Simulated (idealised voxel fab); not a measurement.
process module | voxel wiring stack
cross-section cut | 220 nm wide | cells 5 nm
A cross-section is a grid of square cells, given in bands from the top down. A band is one or more rows of cells.
Each band's line starts with the height of the band's top and of its bottom, in nm. Then come its materials from left to right, each with its width in nm. One material with "throughout" fills the band from edge to edge. "air" is empty space.
Height 0 is the level under which the wafer as received is all one material. The lowest band goes on downwards, as in "0 down".
A width such as "30 to 40" changes by the same amount from each row of cells to the next, from the band's top row to its bottom row.
"no change" after a step means that no cell of the cross-section changed.
closed voids: empty space of 8 cells or more with no open way to the top, each as width x height at its distance from the left edge, in nm
after a step's settings: what the simulator itself notes on the step
overlay nm, on a step with a mask: how far to the right of its planned place the mask lay; to the left if negative
plan
1 op RECEIVE | material Si
2 op CONFORMAL_DEP | material SiO2 | thk nm 10
3 op DIRECTIONAL_DEP | material TiN | thk nm 5
4 op DIRECTIONAL_DEP | material Ru | thk nm 15
5 op MASKED_ETCH | tone cover | mask id METAL_1 | width nm 30 | pitch nm 50 | etch materials Ru | depth nm 15 | overlay nm 0
6 op MASKED_ETCH | tone cover | mask id METAL_1 | width nm 30 | pitch nm 50 | etch materials TiN | depth nm 5 | overlay nm 0
7 op FILL_DEP | material lowk | thk nm 5
8 op CMP | height nm 30
9 op CONFORMAL_DEP | material SiCN | thk nm 5
10 op DIRECTIONAL_DEP | material lowk | thk nm 10
11 op MASKED_ETCH | tone open | mask id PLUG_1 | width nm 15 | pitch nm 50 | etch materials lowk | depth nm 10 | overlay nm 0
12 op MASKED_ETCH | tone open | mask id PLUG_1 | width nm 15 | pitch nm 50 | etch materials SiCN | depth nm 5 | overlay nm 0
13 op EPI | material Ru | thk nm 10
14 op EPI | material Ru | thk nm 5
15 op DIRECTIONAL_DEP | material TiN | thk nm 5
16 op DIRECTIONAL_DEP | material Ru | thk nm 20
17 op DIRECTIONAL_DEP | material aC | thk nm 10
18 op PATTERN | tone cover | mask id METAL_2 | material resist | width nm 30 | pitch nm 50 | thk nm 30 | overlay nm 0
19 op DIRECTIONAL_ETCH | etch materials aC | depth nm 10
20 op STRIP | etch materials resist
21 op DIRECTIONAL_ETCH | etch materials Ru | depth nm 20
22 op DIRECTIONAL_ETCH | etch materials TiN | depth nm 5
23 op STRIP | etch materials aC
24 op CONFORMAL_DEP | material SiN | thk nm 5
25 op FILL_DEP | material SiO2 | thk nm 5
26 op CMP | height nm 70
27 op CONFORMAL_DEP | material SiCN | thk nm 5
28 op DIRECTIONAL_DEP | material lowk | thk nm 20
29 op PATTERN | tone open | mask id PLUG_2 | material resist | width nm 15 | pitch nm 50 | thk nm 20 | overlay nm 0
30 op DIRECTIONAL_ETCH | etch materials lowk | depth nm 20
31 op DIRECTIONAL_ETCH | etch materials SiCN | depth nm 5
32 op STRIP | etch materials resist
33 op EPI | material Ru | thk nm 10
34 op EPI | material Ru | thk nm 10
35 op EPI | material Ru | thk nm 5
36 op CONFORMAL_DEP | material SiCN | thk nm 5
37 op DIRECTIONAL_DEP | material lowk | thk nm 25
38 op MASKED_ETCH | tone open | mask id METAL_3 | width nm 30 | pitch nm 50 | etch materials lowk | depth nm 25 | overlay nm 0
39 op MASKED_ETCH | tone open | mask id METAL_3 | width nm 30 | pitch nm 50 | etch materials SiCN | depth nm 5 | overlay nm 0
40 op CONFORMAL_DEP | material TiN | thk nm 5
41 op FILL_DEP | material W | thk nm 5
42 op CMP | height nm 125
43 op EPI | material Ru | thk nm 5
44 op FILL_DEP | material SiCN | thk nm 5
first wafer, as planned
as received, after step 1
  0 down: Si throughout
  closed voids: none
after step 2
  10 to 0: SiO2 throughout
  below 0: unchanged
after step 3
  15 to 10: TiN throughout
  below 10: unchanged
after step 4
  30 to 15: Ru throughout
  below 15: unchanged
after step 5
  30 to 15: air 45 | Ru 30 | air 20 | Ru 30 | air 20 | Ru 30 | air 45
  below 15: unchanged
after step 6
  30 to 15: air 45 | Ru 30 | air 20 | Ru 30 | air 20 | Ru 30 | air 45
  15 to 10: air 45 | TiN 30 | air 20 | TiN 30 | air 20 | TiN 30 | air 45
  below 10: unchanged
after step 7
  35 to 30: lowk throughout
  30 to 15: lowk 45 | Ru 30 | lowk 20 | Ru 30 | lowk 20 | Ru 30 | lowk 45
  15 to 10: lowk 45 | TiN 30 | lowk 20 | TiN 30 | lowk 20 | TiN 30 | lowk 45
  below 10: unchanged
after step 8
  30 to 15: lowk 45 | Ru 30 | lowk 20 | Ru 30 | lowk 20 | Ru 30 | lowk 45
  below 15: unchanged
after step 9
  35 to 30: SiCN throughout
  below 30: unchanged
after step 10
  45 to 35: lowk throughout
  below 35: unchanged
after step 11
  45 to 35: lowk 45 | air 15 | lowk 35 | air 15 | lowk 35 | air 15 | lowk 60
  below 35: unchanged
after step 12
  45 to 35: lowk 45 | air 15 | lowk 35 | air 15 | lowk 35 | air 15 | lowk 60
  35 to 30: SiCN 45 | air 15 | SiCN 35 | air 15 | SiCN 35 | air 15 | SiCN 60
  below 30: unchanged
after step 13
  45 to 40: lowk 45 | air 15 | lowk 35 | air 15 | lowk 35 | air 15 | lowk 60
  40 to 35: lowk 45 | Ru 15 | lowk 35 | Ru 15 | lowk 35 | Ru 15 | lowk 60
  35 to 30: SiCN 45 | Ru 15 | SiCN 35 | Ru 15 | SiCN 35 | Ru 15 | SiCN 60
  below 30: unchanged
after step 14
  45 to 35: lowk 45 | Ru 15 | lowk 35 | Ru 15 | lowk 35 | Ru 15 | lowk 60
  below 35: unchanged
after step 15
  50 to 45: TiN throughout
  below 45: unchanged
after step 16
  70 to 50: Ru throughout
  below 50: unchanged
after step 17
  80 to 70: aC throughout
  below 70: unchanged
after step 18
  110 to 80: air 45 | resist 30 | air 20 | resist 30 | air 20 | resist 30 | air 45
  below 80: unchanged
after step 19
  100 to 80: air 45 | resist 30 | air 20 | resist 30 | air 20 | resist 30 | air 45
  80 to 70: air 45 | aC 30 | air 20 | aC 30 | air 20 | aC 30 | air 45
  below 70: unchanged
after step 20
  80 to 70: air 45 | aC 30 | air 20 | aC 30 | air 20 | aC 30 | air 45
  below 70: unchanged
after step 21
  80 to 70: air 45 | aC 30 | air 20 | aC 30 | air 20 | aC 30 | air 45
  70 to 50: air 45 | Ru 30 | air 20 | Ru 30 | air 20 | Ru 30 | air 45
  below 50: unchanged
after step 22
  80 to 70: air 45 | aC 30 | air 20 | aC 30 | air 20 | aC 30 | air 45
  70 to 50: air 45 | Ru 30 | air 20 | Ru 30 | air 20 | Ru 30 | air 45
  50 to 45: air 45 | TiN 30 | air 20 | TiN 30 | air 20 | TiN 30 | air 45
  below 45: unchanged
after step 23
  70 to 50: air 45 | Ru 30 | air 20 | Ru 30 | air 20 | Ru 30 | air 45
  below 50: unchanged
after step 24
  75 to 70: air 40 | SiN 40 | air 10 | SiN 40 | air 10 | SiN 40 | air 40
  70 to 50: air 40 | SiN 5 | Ru 30 | SiN 5 | air 10 | SiN 5 | Ru 30 | SiN 5 | air 10 | SiN 5 | Ru 30 | SiN 5 | air 40
  50 to 45: SiN 45 | TiN 30 | SiN 20 | TiN 30 | SiN 20 | TiN 30 | SiN 45
  below 45: unchanged
after step 25
  80 to 75: SiO2 throughout
  75 to 70: SiO2 40 | SiN 40 | SiO2 10 | SiN 40 | SiO2 10 | SiN 40 | SiO2 40
  70 to 50: SiO2 40 | SiN 5 | Ru 30 | SiN 5 | SiO2 10 | SiN 5 | Ru 30 | SiN 5 | SiO2 10 | SiN 5 | Ru 30 | SiN 5 | SiO2 40
  below 50: unchanged
after step 26
  70 to 50: SiO2 40 | SiN 5 | Ru 30 | SiN 5 | SiO2 10 | SiN 5 | Ru 30 | SiN 5 | SiO2 10 | SiN 5 | Ru 30 | SiN 5 | SiO2 40
  below 50: unchanged
after step 27
  75 to 70: SiCN throughout
  below 70: unchanged
after step 28
  95 to 75: lowk throughout
  below 75: unchanged
after step 29
  115 to 95: resist 45 | air 15 | resist 35 | air 15 | resist 35 | air 15 | resist 60
  below 95: unchanged
after step 30
  115 to 95: resist 45 | air 15 | resist 35 | air 15 | resist 35 | air 15 | resist 60
  95 to 75: lowk 45 | air 15 | lowk 35 | air 15 | lowk 35 | air 15 | lowk 60
  below 75: unchanged
after step 31
  115 to 95: resist 45 | air 15 | resist 35 | air 15 | resist 35 | air 15 | resist 60
  95 to 75: lowk 45 | air 15 | lowk 35 | air 15 | lowk 35 | air 15 | lowk 60
  75 to 70: SiCN 45 | air 15 | SiCN 35 | air 15 | SiCN 35 | air 15 | SiCN 60
  below 70: unchanged
after step 32
  95 to 75: lowk 45 | air 15 | lowk 35 | air 15 | lowk 35 | air 15 | lowk 60
  below 75: unchanged
after step 33
  95 to 80: lowk 45 | air 15 | lowk 35 | air 15 | lowk 35 | air 15 | lowk 60
  80 to 75: lowk 45 | Ru 15 | lowk 35 | Ru 15 | lowk 35 | Ru 15 | lowk 60
  75 to 70: SiCN 45 | Ru 15 | SiCN 35 | Ru 15 | SiCN 35 | Ru 15 | SiCN 60
  below 70: unchanged
after step 34
  95 to 90: lowk 45 | air 15 | lowk 35 | air 15 | lowk 35 | air 15 | lowk 60
  90 to 75: lowk 45 | Ru 15 | lowk 35 | Ru 15 | lowk 35 | Ru 15 | lowk 60
  below 75: unchanged
after step 35
  95 to 75: lowk 45 | Ru 15 | lowk 35 | Ru 15 | lowk 35 | Ru 15 | lowk 60
  below 75: unchanged
after step 36
  100 to 95: SiCN throughout
  below 95: unchanged
after step 37
  125 to 100: lowk throughout
  below 100: unchanged
after step 38
  125 to 100: lowk 45 | air 30 | lowk 20 | air 30 | lowk 20 | air 30 | lowk 45
  below 100: unchanged
after step 39
  125 to 100: lowk 45 | air 30 | lowk 20 | air 30 | lowk 20 | air 30 | lowk 45
  100 to 95: SiCN 45 | air 30 | SiCN 20 | air 30 | SiCN 20 | air 30 | SiCN 45
  below 95: unchanged
after step 40
  130 to 125: TiN 50 | air 20 | TiN 30 | air 20 | TiN 30 | air 20 | TiN 50
  125 to 100: lowk 45 | TiN 5 | air 20 | TiN 5 | lowk 20 | TiN 5 | air 20 | TiN 5 | lowk 20 | TiN 5 | air 20 | TiN 5 | lowk 45
  100 to 95: SiCN 45 | TiN 30 | SiCN 20 | TiN 30 | SiCN 20 | TiN 30 | SiCN 45
  below 95: unchanged
after step 41
  135 to 130: W throughout
  130 to 125: TiN 50 | W 20 | TiN 30 | W 20 | TiN 30 | W 20 | TiN 50
  125 to 100: lowk 45 | TiN 5 | W 20 | TiN 5 | lowk 20 | TiN 5 | W 20 | TiN 5 | lowk 20 | TiN 5 | W 20 | TiN 5 | lowk 45
  below 100: unchanged
after step 42
  125 to 100: lowk 45 | TiN 5 | W 20 | TiN 5 | lowk 20 | TiN 5 | W 20 | TiN 5 | lowk 20 | TiN 5 | W 20 | TiN 5 | lowk 45
  below 100: unchanged
after step 43
  130 to 125: air 40 | Ru 40 | air 10 | Ru 40 | air 10 | Ru 40 | air 40
  below 125: unchanged
after step 44
  135 to 130: SiCN throughout
  130 to 125: SiCN 40 | Ru 40 | SiCN 10 | Ru 40 | SiCN 10 | Ru 40 | SiCN 40
  below 125: unchanged
second wafer: like start, like plan, one mistake. Through step 35 it matches the first wafer
when step 36 should have ended
  120 to 95: lowk throughout
  below 95: unchanged
when step 37 should have ended
  125 to 120: SiCN throughout
  below 120: unchanged
when step 38 should have ended: no change
when step 39 should have ended
  125 to 120: SiCN 45 | air 30 | SiCN 20 | air 30 | SiCN 20 | air 30 | SiCN 45
  below 120: unchanged
when step 40 should have ended
  130 to 125: TiN 50 | air 20 | TiN 30 | air 20 | TiN 30 | air 20 | TiN 50
  125 to 120: SiCN 45 | TiN 30 | SiCN 20 | TiN 30 | SiCN 20 | TiN 30 | SiCN 45
  below 120: unchanged
when step 41 should have ended
  135 to 130: W throughout
  130 to 125: TiN 50 | W 20 | TiN 30 | W 20 | TiN 30 | W 20 | TiN 50
  below 125: unchanged
when step 42 should have ended
  125 to 120: SiCN 45 | TiN 30 | SiCN 20 | TiN 30 | SiCN 20 | TiN 30 | SiCN 45
  below 120: unchanged
when step 43 should have ended
  130 to 125: air 40 | Ru 40 | air 10 | Ru 40 | air 10 | Ru 40 | air 40
  below 125: unchanged
when step 44 should have ended
  135 to 130: SiCN throughout
  130 to 125: SiCN 40 | Ru 40 | SiCN 10 | Ru 40 | SiCN 10 | Ru 40 | SiCN 40
  below 125: unchanged
what went wrong: steps 36 and 37 were swapped
at the end the second wafer has, in cells: 30 fewer of TiN | 60 fewer of W | 90 more of lowk
